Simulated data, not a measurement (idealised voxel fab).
Process module heading - voxel self aligned contacts
Section cut is 235 nm wide and gridded with 5 nm square cells.
The cross-sections in this document take the form of a grid made of square cells. They are written out as bands, in order from top to bottom. Each band consists of one or more rows of cells. Per band: top height and bottom height in nm, followed by the left-to-right materials and their widths in nm; "full width" marks a single material spanning edge to edge, "air" marks empty space. All heights in this document are referenced to 0, defined as the level beneath which the wafer, as received, consists entirely of one material. The lowest band is not bounded below; it extends indefinitely downward and is written in the form "0 and below". The width entry "30..40" should be interpreted row by row: the top row of cells in the band takes the first number, the bottom row takes the second number, and the change between adjacent rows is uniform throughout. Step note "nothing got changed" = no cross-section cell changed. Closed-off voids of 8+ cells (no open route to the top) go in "Enclosed void list", written width x height at distance from the left edge, in nm. That trailing text on a step's line, after the settings, is the simulator's own remark on the step. "overlay nm", when on a step's line for a step with a mask, measures how far to the right of its planned place the mask lay; a negative measure means to the left.
Set out below are the planned steps of the process:
| 1 | RECEIVE,material Si |
| 2 | OXIDIZE,depth nm 5 |
| 3 | DIRECTIONAL_DEP,material polySi,thk nm 20 |
| 4 | DIRECTIONAL_DEP,material SiN,thk nm 20 |
| 5 | MASKED_ETCH,tone cover,mask id GATE,width nm 30,pitch nm 70,etch materials SiN,depth nm 20,overlay nm 0 |
| 6 | MASKED_ETCH,tone cover,mask id GATE,width nm 30,pitch nm 70,etch materials polySi,depth nm 20,overlay nm 0 |
| 7 | CONFORMAL_DEP,material SiN,thk nm 10 |
| 8 | DIRECTIONAL_ETCH,etch materials SiN,depth nm 10 |
| 9 | FILL_DEP,material SiO2,thk nm 10 |
| 10 | CMP,height nm 45 |
| 11 | DIRECTIONAL_DEP,material aC,thk nm 10 |
| 12 | PATTERN,tone open,mask id CONTACT,material resist,width nm 50,thk nm 30,overlay nm 0 |
| 13 | DIRECTIONAL_ETCH,etch materials aC,depth nm 10 |
| 14 | STRIP,etch materials resist |
| 15 | DIRECTIONAL_ETCH,etch materials SiO2,depth nm 50 |
| 16 | STRIP,etch materials aC |
| 17 | CONFORMAL_DEP,material TiN,thk nm 5 |
| 18 | FILL_DEP,material Ru,thk nm 10 |
| 19 | CMP,height nm 45 |
| 20 | CONFORMAL_DEP,material SiN,thk nm 5 |
First wafer of two (run as planned):
Cross-sectional view of the wafer in its as-received condition, corresponding to the state after step 1:
> 0 and below = Si full width
> Enclosed void list: none
After step 2: wafer cross-section:
> 0 down to -5 = SiO2 full width
> At heights below -5, the structure remains unaltered.
After step 3: wafer cross-section:
> 20 down to 0 = polySi full width
> At heights below 0, the structure remains unaltered.
After step 4: wafer cross-section:
> 40 down to 20 = SiN full width
> At heights below 20, the structure remains unaltered.
After step 5: wafer cross-section:
> 40 down to 20 = 65 air / 30 SiN / 40 air / 30 SiN / 70 air
> At heights below 20, the structure remains unaltered.
After step 6: wafer cross-section:
> 40 down to 20 = 65 air / 30 SiN / 40 air / 30 SiN / 70 air
> 20 down to 0 = 65 air / 30 polySi / 40 air / 30 polySi / 70 air
> At heights below 0, the structure remains unaltered.
After step 7: wafer cross-section:
> 50 down to 20 = 55 air / 50 SiN / 20 air / 50 SiN / 60 air
> 20 down to 10 = 55 air / 10 SiN / 30 polySi / 10 SiN / 20 air / 10 SiN / 30 polySi / 10 SiN / 60 air
> 10 down to 0 = 65 SiN / 30 polySi / 40 SiN / 30 polySi / 70 SiN
> At heights below 0, the structure remains unaltered.
After step 8: wafer cross-section:
> 40 down to 20 = 55 air / 50 SiN / 20 air / 50 SiN / 60 air
> 20 down to 0 = 55 air / 10 SiN / 30 polySi / 10 SiN / 20 air / 10 SiN / 30 polySi / 10 SiN / 60 air
> At heights below 0, the structure remains unaltered.
After step 9: wafer cross-section:
> 50 down to 40 = SiO2 full width
> 40 down to 20 = 55 SiO2 / 50 SiN / 20 SiO2 / 50 SiN / 60 SiO2
> 20 down to 0 = 55 SiO2 / 10 SiN / 30 polySi / 10 SiN / 20 SiO2 / 10 SiN / 30 polySi / 10 SiN / 60 SiO2
> At heights below 0, the structure remains unaltered.
After step 10: wafer cross-section:
> 45 down to 40 = SiO2 full width
> At heights below 40, the structure remains unaltered.
After step 11: wafer cross-section:
> 55 down to 45 = aC full width
> At heights below 45, the structure remains unaltered.
After step 12: wafer cross-section:
> 85 down to 55 = 90 resist / 50 air / 95 resist
> At heights below 55, the structure remains unaltered.
After step 13: wafer cross-section:
> 75 down to 55 = 90 resist / 50 air / 95 resist
> 55 down to 45 = 90 aC / 50 air / 95 aC
> At heights below 45, the structure remains unaltered.
After step 14: wafer cross-section:
> 55 down to 45 = 90 aC / 50 air / 95 aC
> At heights below 45, the structure remains unaltered.
After step 15: wafer cross-section:
> 55 down to 45 = 90 aC / 50 air / 95 aC
> 45 down to 40 = 90 SiO2 / 50 air / 95 SiO2
> 40 down to 20 = 55 SiO2 / 50 SiN / 20 air / 50 SiN / 60 SiO2
> 20 down to 0 = 55 SiO2 / 10 SiN / 30 polySi / 10 SiN / 20 air / 10 SiN / 30 polySi / 10 SiN / 60 SiO2
> 0 down to -5 = 105 SiO2 / 20 air / 110 SiO2
> At heights below -5, the structure remains unaltered.
After step 16: wafer cross-section:
> 45 down to 40 = 90 SiO2 / 50 air / 95 SiO2
> At heights below 40, the structure remains unaltered.
After step 17: wafer cross-section:
> 50 down to 45 = 95 TiN / 40 air / 100 TiN
> 45 down to 40 = 90 SiO2 / 20 TiN / 10 air / 20 TiN / 95 SiO2
> 40 down to 20 = 55 SiO2 / 50 SiN / 5 TiN / 10 air / 5 TiN / 50 SiN / 60 SiO2
> 20 down to 0 = 55 SiO2 / 10 SiN / 30 polySi / 10 SiN / 5 TiN / 10 air / 5 TiN / 10 SiN / 30 polySi / 10 SiN / 60 SiO2
> 0 down to -5 = 105 SiO2 / 20 TiN / 110 SiO2
> At heights below -5, the structure remains unaltered.
After step 18: wafer cross-section:
> 60 down to 50 = Ru full width
> 50 down to 45 = 95 TiN / 40 Ru / 100 TiN
> 45 down to 40 = 90 SiO2 / 20 TiN / 10 Ru / 20 TiN / 95 SiO2
> 40 down to 20 = 55 SiO2 / 50 SiN / 5 TiN / 10 Ru / 5 TiN / 50 SiN / 60 SiO2
> 20 down to 0 = 55 SiO2 / 10 SiN / 30 polySi / 10 SiN / 5 TiN / 10 Ru / 5 TiN / 10 SiN / 30 polySi / 10 SiN / 60 SiO2
> At heights below 0, the structure remains unaltered.
After step 19: wafer cross-section:
> 45 down to 40 = 90 SiO2 / 20 TiN / 10 Ru / 20 TiN / 95 SiO2
> At heights below 40, the structure remains unaltered.
After step 20: wafer cross-section:
> 50 down to 45 = SiN full width
> At heights below 45, the structure remains unaltered.
Second wafer - shared start and plan with the first - one error in running - same as the first up to step 6 inclusive:
The second wafer in cross-section, at the planned close of step 7:
> 30 down to 20 = 65 air / 30 SiN / 40 air / 30 SiN / 70 air
> At heights below 20, the structure remains unaltered.
The second wafer in cross-section, at the planned close of step 8:
> 40 down to 20 = 55 air / 50 SiN / 20 air / 50 SiN / 60 air
> 20 down to 10 = 55 air / 10 SiN / 30 polySi / 10 SiN / 20 air / 10 SiN / 30 polySi / 10 SiN / 60 air
> 10 down to 0 = 65 SiN / 30 polySi / 40 SiN / 30 polySi / 70 SiN
> At heights below 0, the structure remains unaltered.
The second wafer in cross-section, at the planned close of step 9:
> 50 down to 40 = SiO2 full width
> 40 down to 20 = 55 SiO2 / 50 SiN / 20 SiO2 / 50 SiN / 60 SiO2
> 20 down to 10 = 55 SiO2 / 10 SiN / 30 polySi / 10 SiN / 20 SiO2 / 10 SiN / 30 polySi / 10 SiN / 60 SiO2
> At heights below 10, the structure remains unaltered.
The second wafer in cross-section, at the planned close of step 10:
> 45 down to 40 = SiO2 full width
> At heights below 40, the structure remains unaltered.
The second wafer in cross-section, at the planned close of step 11:
> 55 down to 45 = aC full width
> At heights below 45, the structure remains unaltered.
The second wafer in cross-section, at the planned close of step 12:
> 85 down to 55 = 90 resist / 50 air / 95 resist
> At heights below 55, the structure remains unaltered.
The second wafer in cross-section, at the planned close of step 13:
> 75 down to 55 = 90 resist / 50 air / 95 resist
> 55 down to 45 = 90 aC / 50 air / 95 aC
> At heights below 45, the structure remains unaltered.
The second wafer in cross-section, at the planned close of step 14:
> 55 down to 45 = 90 aC / 50 air / 95 aC
> At heights below 45, the structure remains unaltered.
The second wafer in cross-section, at the planned close of step 15:
> 55 down to 45 = 90 aC / 50 air / 95 aC
> 45 down to 40 = 90 SiO2 / 50 air / 95 SiO2
> 40 down to 20 = 55 SiO2 / 50 SiN / 20 air / 50 SiN / 60 SiO2
> 20 down to 10 = 55 SiO2 / 10 SiN / 30 polySi / 10 SiN / 20 air / 10 SiN / 30 polySi / 10 SiN / 60 SiO2
> At heights below 10, the structure remains unaltered.
The second wafer in cross-section, at the planned close of step 16:
> 45 down to 40 = 90 SiO2 / 50 air / 95 SiO2
> At heights below 40, the structure remains unaltered.
The second wafer in cross-section, at the planned close of step 17:
> 50 down to 45 = 95 TiN / 40 air / 100 TiN
> 45 down to 40 = 90 SiO2 / 20 TiN / 10 air / 20 TiN / 95 SiO2
> 40 down to 20 = 55 SiO2 / 50 SiN / 5 TiN / 10 air / 5 TiN / 50 SiN / 60 SiO2
> 20 down to 15 = 55 SiO2 / 10 SiN / 30 polySi / 10 SiN / 5 TiN / 10 air / 5 TiN / 10 SiN / 30 polySi / 10 SiN / 60 SiO2
> 15 down to 10 = 55 SiO2 / 10 SiN / 30 polySi / 10 SiN / 20 TiN / 10 SiN / 30 polySi / 10 SiN / 60 SiO2
> At heights below 10, the structure remains unaltered.
The second wafer in cross-section, at the planned close of step 18:
> 60 down to 50 = Ru full width
> 50 down to 45 = 95 TiN / 40 Ru / 100 TiN
> 45 down to 40 = 90 SiO2 / 20 TiN / 10 Ru / 20 TiN / 95 SiO2
> 40 down to 20 = 55 SiO2 / 50 SiN / 5 TiN / 10 Ru / 5 TiN / 50 SiN / 60 SiO2
> 20 down to 15 = 55 SiO2 / 10 SiN / 30 polySi / 10 SiN / 5 TiN / 10 Ru / 5 TiN / 10 SiN / 30 polySi / 10 SiN / 60 SiO2
> At heights below 15, the structure remains unaltered.
The second wafer in cross-section, at the planned close of step 19:
> 45 down to 40 = 90 SiO2 / 20 TiN / 10 Ru / 20 TiN / 95 SiO2
> At heights below 40, the structure remains unaltered.
The second wafer in cross-section, at the planned close of step 20:
> 50 down to 45 = SiN full width
> At heights below 45, the structure remains unaltered.
what went wrong: sequence error: steps 7 and 8 interchanged
The closing comparison, in cells, has the second wafer with more or fewer of some materials than the first: Ru: 6 fewer; SiN: 54 more; SiO2: 42 fewer; TiN: 6 fewer
